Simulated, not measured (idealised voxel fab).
Process module heading - voxel self aligned contacts
300 nm wide, 5 nm square cells: that's cross-section cut.
Notation: cross-section as square-cell grid; stated in bands, top first, going down; one or more cell rows per band.
Heights first: top, then bottom, in nm. Then materials, left to right, each with a width in nm. "full width" on a single material: fills the band edge to edge. "air": empty space.
The level at which height equals 0 is the one under which the wafer, as it arrives, is entirely one material. No lower edge exists for the bottom band, which continues downward and is notated as in "from 0 down".
With a width like "30 to 40", each row of cells in the band differs from the next by the same amount, the top row carrying the first number and the bottom row the second.
Reading "no alterations made" for a step: not a cell of the cross-section changed in it.
"Sealed cavities" contains a list of empty spaces, each no smaller than 8 cells and without an open way to the top, written in the form width x height at distance with the distance from the left edge and all three in nm.
Anything after a step's settings on that line? It's the simulator's own note about the step.
If you see "overlay nm" on a step's line and that step has a mask, it's telling you how far right of where it was planned the mask ended up; a negative number means it went left instead.

The process steps that were planned are listed below
1,op RECEIVE | material Si
2,op CONFORMAL_DEP | material SiO2 | thk nm 5
3,op DIRECTIONAL_DEP | material polySi | thk nm 20
4,op DIRECTIONAL_DEP | material SiN | thk nm 25
5,op MASKED_ETCH | tone cover | mask id GATE | width nm 30 | pitch nm 75 | etch materials SiN | depth nm 25 | overlay nm 0
6,op MASKED_ETCH | tone cover | mask id GATE | width nm 30 | pitch nm 75 | etch materials polySi | depth nm 20 | overlay nm 0
7,op CONFORMAL_DEP | material SiN | thk nm 10
8,op DIRECTIONAL_ETCH | etch materials SiN | depth nm 10
9,op FILL_DEP | material SiO2 | thk nm 15
10,op CMP | height nm 60
11,op DIRECTIONAL_DEP | material aC | thk nm 15
12,op PATTERN | tone open | mask id CONTACT | material resist | width nm 55 | thk nm 30 | overlay nm 0
13,op DIRECTIONAL_ETCH | etch materials aC | depth nm 15
14,op STRIP | etch materials resist
15,op DIRECTIONAL_ETCH | etch materials SiO2 | depth nm 60
16,op STRIP | etch materials aC
17,op CONFORMAL_DEP | material TiN | thk nm 5
18,op FILL_DEP | material W | thk nm 10
19,op CMP | height nm 60
20,op CONFORMAL_DEP | material SiN | thk nm 5

Cross-section of the wafer as it came to us, i.e., already through step 1
- from 0 down: Si full width
- Sealed cavities: none

First wafer of two, sectioned at end of module; run went per plan
- from 65 to 60: SiN full width
- from 60 to 50: 120 SiO2  5 to 20 TiN  45 to 15 W  5 to 20 TiN  125 SiO2
- from 50 to 25: 85 SiO2  50 SiN  5 TiN  15 W  5 TiN  50 SiN  90 SiO2
- from 25 to 5: 85 SiO2  10 SiN  30 polySi  10 SiN  5 TiN  15 W  5 TiN  10 SiN  30 polySi  10 SiN  90 SiO2
- from 5 to 0: 135 SiO2  25 TiN  140 SiO2
- from 0 down: Si full width
- Sealed cavities: none

Second wafer cross-section at end of module - shared start and plan with the first, one mistake in the run
- from 65 to 60: SiN full width
- from 60 to 50: 120 SiO2  5 to 20 TiN  45 to 15 W  5 to 20 TiN  125 SiO2
- from 50 to 25: 85 SiO2  50 SiN  5 TiN  15 W  5 TiN  50 SiN  90 SiO2
- from 25 to 20: 135 SiO2  25 TiN  140 SiO2
- from 20 to 0: polySi full width
- from 0 down: Si full width
- Sealed cavities: none
So what did we get wrong on this run? steps 2 and 3 of the plan were run in the wrong order, each in the other's place
Final difference in cells, second wafer against first, listed per material as more or fewer: SiN -32 | SiO2 -140 | TiN -8 | W -12 | polySi +192
